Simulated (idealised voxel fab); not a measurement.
Process module under the name voxel trench capacitor
In the cross-section labelled cut, the width is 240 nm and each square cell is 5 nm.
Cross-section spec: square-cell grid; bands listed top down; each band is one or more rows.
Heads up on the band format: heights come first, top then bottom, in nm. After that it's the materials left to right, each with its width in nm. A single material flagged "full width" fills the whole band edge to edge, and "blank" means there's empty space there.
Heights are expressed relative to 0, this being the level below which the as-received wafer comprises one material exclusively. The lowest band is unbounded in the downward direction and is denoted as in "top 0, no bottom".
Width: "30 to 40" (first number = top row, second number = bottom row, same change from row to row of cells).
Basically "no alteration" means that step didn't change any cell in the cross-section.
In "Closed void catalog" the enclosed voids are listed, meaning empty spaces of 8 cells or larger without any opening to the top. The form is width x height at distance, distance from the left edge, units nm.
Read whatever lies past the settings on a step's line as the simulator's own remark about the step.
Steps that use a mask can have "overlay nm" on their line. It says how far the mask sat to the right of where it was meant to be. Negative means to the left.

[Listed below are the process steps as planned]
1. op RECEIVE | material Si
2. op CONFORMAL_DEP | material SiN | thk nm 10
3. op MASKED_ETCH | tone open | mask id TRENCH | width nm 25 | pitch nm 40 | etch materials SiN | depth nm 10 | overlay nm 0
4. op MASKED_ETCH | tone open | mask id TRENCH | width nm 25 | pitch nm 40 | etch materials Si | depth nm 25 | overlay nm 0
5. op CONFORMAL_DEP | material Al2O3 | thk nm 5
6. op CONFORMAL_DEP | material TiN | thk nm 5
7. op FILL_DEP | material W | thk nm 10
8. op CMP | height nm 10

[First wafer out of two, processed as planned]

[Cross-section: wafer on arrival = after step 1]
    top 0, no bottom  Si full width
    Closed void catalog: none

[Cross-sectional representation of the wafer at the conclusion of step 2]
    top 10, bottom 0  SiN full width
    Rest of section, below 0: as before.

[Cross-sectional representation of the wafer at the conclusion of step 3]
    top 10, bottom 0  45 SiN; 25 blank; 15 SiN; 25 blank; 15 SiN; 25 blank; 15 SiN; 25 blank; 50 SiN
    Rest of section, below 0: as before.

[Cross-sectional representation of the wafer at the conclusion of step 4]
    top 10, bottom 0  45 SiN; 25 blank; 15 SiN; 25 blank; 15 SiN; 25 blank; 15 SiN; 25 blank; 50 SiN
    top 0, bottom -25  45 Si; 25 blank; 15 Si; 25 blank; 15 Si; 25 blank; 15 Si; 25 blank; 50 Si
    Rest of section, below -25: as before.

[Cross-sectional representation of the wafer at the conclusion of step 5]
    top 15, bottom 10  50 Al2O3; 15 blank; 25 Al2O3; 15 blank; 25 Al2O3; 15 blank; 25 Al2O3; 15 blank; 55 Al2O3
    top 10, bottom 0  45 SiN; 5 Al2O3; 15 blank; 5 Al2O3; 15 SiN; 5 Al2O3; 15 blank; 5 Al2O3; 15 SiN; 5 Al2O3; 15 blank; 5 Al2O3; 15 SiN; 5 Al2O3; 15 blank; 5 Al2O3; 50 SiN
    top 0, bottom -20  45 Si; 5 Al2O3; 15 blank; 5 Al2O3; 15 Si; 5 Al2O3; 15 blank; 5 Al2O3; 15 Si; 5 Al2O3; 15 blank; 5 Al2O3; 15 Si; 5 Al2O3; 15 blank; 5 Al2O3; 50 Si
    top -20, bottom -25  45 Si; 25 Al2O3; 15 Si; 25 Al2O3; 15 Si; 25 Al2O3; 15 Si; 25 Al2O3; 50 Si
    Rest of section, below -25: as before.

[Cross-sectional representation of the wafer at the conclusion of step 6]
    top 20, bottom 15  55 TiN; 5 blank; 35 TiN; 5 blank; 35 TiN; 5 blank; 35 TiN; 5 blank; 60 TiN
    top 15, bottom 10  50 Al2O3; 5 TiN; 5 blank; 5 TiN; 25 Al2O3; 5 TiN; 5 blank; 5 TiN; 25 Al2O3; 5 TiN; 5 blank; 5 TiN; 25 Al2O3; 5 TiN; 5 blank; 5 TiN; 55 Al2O3
    top 10, bottom 0  45 SiN; 5 Al2O3; 5 TiN; 5 blank; 5 TiN; 5 Al2O3; 15 SiN; 5 Al2O3; 5 TiN; 5 blank; 5 TiN; 5 Al2O3; 15 SiN; 5 Al2O3; 5 TiN; 5 blank; 5 TiN; 5 Al2O3; 15 SiN; 5 Al2O3; 5 TiN; 5 blank; 5 TiN; 5 Al2O3; 50 SiN
    top 0, bottom -15  45 Si; 5 Al2O3; 5 TiN; 5 blank; 5 TiN; 5 Al2O3; 15 Si; 5 Al2O3; 5 TiN; 5 blank; 5 TiN; 5 Al2O3; 15 Si; 5 Al2O3; 5 TiN; 5 blank; 5 TiN; 5 Al2O3; 15 Si; 5 Al2O3; 5 TiN; 5 blank; 5 TiN; 5 Al2O3; 50 Si
    top -15, bottom -20  45 Si; 5 Al2O3; 15 TiN; 5 Al2O3; 15 Si; 5 Al2O3; 15 TiN; 5 Al2O3; 15 Si; 5 Al2O3; 15 TiN; 5 Al2O3; 15 Si; 5 Al2O3; 15 TiN; 5 Al2O3; 50 Si
    Rest of section, below -20: as before.

[Cross-sectional representation of the wafer at the conclusion of step 7]
    top 30, bottom 20  W full width
    top 20, bottom 15  55 TiN; 5 W; 35 TiN; 5 W; 35 TiN; 5 W; 35 TiN; 5 W; 60 TiN
    top 15, bottom 10  50 Al2O3; 5 TiN; 5 W; 5 TiN; 25 Al2O3; 5 TiN; 5 W; 5 TiN; 25 Al2O3; 5 TiN; 5 W; 5 TiN; 25 Al2O3; 5 TiN; 5 W; 5 TiN; 55 Al2O3
    top 10, bottom 0  45 SiN; 5 Al2O3; 5 TiN; 5 W; 5 TiN; 5 Al2O3; 15 SiN; 5 Al2O3; 5 TiN; 5 W; 5 TiN; 5 Al2O3; 15 SiN; 5 Al2O3; 5 TiN; 5 W; 5 TiN; 5 Al2O3; 15 SiN; 5 Al2O3; 5 TiN; 5 W; 5 TiN; 5 Al2O3; 50 SiN
    top 0, bottom -15  45 Si; 5 Al2O3; 5 TiN; 5 W; 5 TiN; 5 Al2O3; 15 Si; 5 Al2O3; 5 TiN; 5 W; 5 TiN; 5 Al2O3; 15 Si; 5 Al2O3; 5 TiN; 5 W; 5 TiN; 5 Al2O3; 15 Si; 5 Al2O3; 5 TiN; 5 W; 5 TiN; 5 Al2O3; 50 Si
    Rest of section, below -15: as before.

[Cross-sectional representation of the wafer at the conclusion of step 8]
    top 10, bottom 0  45 SiN; 5 Al2O3; 5 TiN; 5 W; 5 TiN; 5 Al2O3; 15 SiN; 5 Al2O3; 5 TiN; 5 W; 5 TiN; 5 Al2O3; 15 SiN; 5 Al2O3; 5 TiN; 5 W; 5 TiN; 5 Al2O3; 15 SiN; 5 Al2O3; 5 TiN; 5 W; 5 TiN; 5 Al2O3; 50 SiN
    Rest of section, below 0: as before.

[Second of two: same start, same plan, one run error; steps up to and including 2 match the first]

[Cross-section of the second wafer when, according to plan, step 3 should have finished]
    top 10, bottom 0  45 blank; 25 SiN; 15 blank; 25 SiN; 15 blank; 25 SiN; 15 blank; 25 SiN; 50 blank
    Rest of section, below 0: as before.

Cross-section of the second wafer when, according to plan, step 4 should have finished: no alteration

[Cross-section of the second wafer when, according to plan, step 5 should have finished]
    top 15, bottom 10  40 blank; 35 Al2O3; 5 blank; 35 Al2O3; 5 blank; 35 Al2O3; 5 blank; 35 Al2O3; 45 blank
    top 10, bottom 5  40 blank; 5 Al2O3; 25 SiN; 5 Al2O3; 5 blank; 5 Al2O3; 25 SiN; 5 Al2O3; 5 blank; 5 Al2O3; 25 SiN; 5 Al2O3; 5 blank; 5 Al2O3; 25 SiN; 5 Al2O3; 45 blank
    top 5, bottom 0  45 Al2O3; 25 SiN; 15 Al2O3; 25 SiN; 15 Al2O3; 25 SiN; 15 Al2O3; 25 SiN; 50 Al2O3
    Rest of section, below 0: as before.

[Cross-section of the second wafer when, according to plan, step 6 should have finished]
    top 20, bottom 15  35 blank; 165 TiN; 40 blank
    top 15, bottom 10  35 blank; 5 TiN; 35 Al2O3; 5 TiN; 35 Al2O3; 5 TiN; 35 Al2O3; 5 TiN; 35 Al2O3; 5 TiN; 40 blank
    top 10, bottom 5  40 TiN; 5 Al2O3; 25 SiN; 5 Al2O3; 5 TiN; 5 Al2O3; 25 SiN; 5 Al2O3; 5 TiN; 5 Al2O3; 25 SiN; 5 Al2O3; 5 TiN; 5 Al2O3; 25 SiN; 5 Al2O3; 45 TiN
    Rest of section, below 5: as before.

[Cross-section of the second wafer when, according to plan, step 7 should have finished]
    top 30, bottom 20  W full width
    top 20, bottom 15  35 W; 165 TiN; 40 W
    top 15, bottom 10  35 W; 5 TiN; 35 Al2O3; 5 TiN; 35 Al2O3; 5 TiN; 35 Al2O3; 5 TiN; 35 Al2O3; 5 TiN; 40 W
    Rest of section, below 10: as before.

[Cross-section of the second wafer when, according to plan, step 8 should have finished]
    top 10, bottom 5  40 TiN; 5 Al2O3; 25 SiN; 5 Al2O3; 5 TiN; 5 Al2O3; 25 SiN; 5 Al2O3; 5 TiN; 5 Al2O3; 25 SiN; 5 Al2O3; 5 TiN; 5 Al2O3; 25 SiN; 5 Al2O3; 45 TiN
    Rest of section, below 5: as before.
Here's what went sideways: in deviation from the planned setting, step 3 was conducted as op MASKED_ETCH | tone cover | mask id TRENCH | width nm 25 | pitch nm 40 | etch materials SiN | depth nm 10 | overlay nm 0
Heads up, by the end the second wafer has more or fewer cells of some materials compared to the first: -32 Al2O3; +100 Si; -16 SiN; -32 TiN; -20 W
